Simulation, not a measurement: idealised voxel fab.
voxel plated lines: a process module
Section cut is 270 nm wide and gridded with 5 nm square cells.
A cross-section in this document is a grid of square cells, and it is written down as bands, the top band listed before the ones below it; a band is made up of one or more rows of cells.
Look at the band entry: it leads with the top's height and the bottom's height in nm. Then it lists the materials left to right, with a width in nm for each. The word "full width" on a single material says that material fills the band edge to edge. The word "empty" is empty space.
Ref level 0: as-received wafer is one material below here. Bottom band extends down with no lower bound ("0 nm and below").
When a width is written as two numbers, as in "30..40", the first number is the width in the top row of cells of the band and the second is the width in its bottom row, and the width changes by the same amount from each row to the next.
No cell of the cross-section changed in a step that is given as "everything unchanged".
What "Fully sealed cavities" gives you is every empty space of 8 cells or more that is cut off from the top. Each appears as width x height at distance, with the distance taken from the left edge and width, height and distance all in nm.
Anything after a step's settings on that line? It's the simulator's own note about the step.
The setting "overlay nm" may be written on the line of a step. When the step uses a mask, the value reports how far to the right of the planned place the mask lay, and a negative value reports that it lay to the left.
### Intended process steps
- 1: RECEIVE with material Si
- 2: CONFORMAL_DEP with material SiO2, thk nm 5
- 3: DIRECTIONAL_DEP with material TiN, thk nm 5
- 4: PATTERN with tone open, mask id LINES, material resist, width nm 25, pitch nm 40, thk nm 20, overlay nm 0
- 5: EPI with material Ru, thk nm 5
- 6: STRIP with etch materials resist
- 7: DIRECTIONAL_ETCH with etch materials TiN, depth nm 5
- 8: CONFORMAL_DEP with material SiN, thk nm 5
The plan's step 2 thk nm is the first wafer's value; the wafers differ in this setting and start identical.
### Cross-sectional view of the first of several wafers in the as-received condition, corresponding to the state following step 1
    0 nm and below  Si full width
    Fully sealed cavities: none
### End-of-module cross-section, first of several wafers, after last step 8
    20 nm to 15 nm  empty 75 nm; SiN 35 nm; empty 5 nm; SiN 35 nm; empty 5 nm; SiN 35 nm; empty 80 nm
    15 nm to 10 nm  empty 75 nm; SiN 5 nm; Ru 25 nm; SiN 5 nm; empty 5 nm; SiN 5 nm; Ru 25 nm; SiN 5 nm; empty 5 nm; SiN 5 nm; Ru 25 nm; SiN 5 nm; empty 80 nm
    10 nm to 5 nm  SiN 80 nm; TiN 25 nm; SiN 15 nm; TiN 25 nm; SiN 15 nm; TiN 25 nm; SiN 85 nm
    5 nm to 0 nm  SiO2 full width
    0 nm and below  Si full width
    Fully sealed cavities: none
### Cross-section of the final wafer among several, taken at the end of the module
    40 nm to 35 nm  empty 75 nm; SiN 35 nm; empty 5 nm; SiN 35 nm; empty 5 nm; SiN 35 nm; empty 80 nm
    35 nm to 30 nm  empty 75 nm; SiN 5 nm; Ru 25 nm; SiN 5 nm; empty 5 nm; SiN 5 nm; Ru 25 nm; SiN 5 nm; empty 5 nm; SiN 5 nm; Ru 25 nm; SiN 5 nm; empty 80 nm
    30 nm to 25 nm  SiN 80 nm; TiN 25 nm; SiN 15 nm; TiN 25 nm; SiN 15 nm; TiN 25 nm; SiN 85 nm
    25 nm to 0 nm  SiO2 full width
    0 nm and below  Si full width
    Fully sealed cavities: none
### The table below has one row for each wafer; a row shows, as of the end of the module, how many cells of each material the wafer has gained, marked (+), or lost, marked (-), since it was received, and then the wafer's closed voids
thk nm 5; +15 Ru; +66 SiN; +54 SiO2; +15 TiN; Fully sealed cavities: none
thk nm 10; +15 Ru; +66 SiN; +108 SiO2; +15 TiN; Fully sealed cavities: none
thk nm 15; +15 Ru; +66 SiN; +162 SiO2; +15 TiN; Fully sealed cavities: none
thk nm 20; +15 Ru; +66 SiN; +216 SiO2; +15 TiN; Fully sealed cavities: none
thk nm 25; +15 Ru; +66 SiN; +270 SiO2; +15 TiN; Fully sealed cavities: none
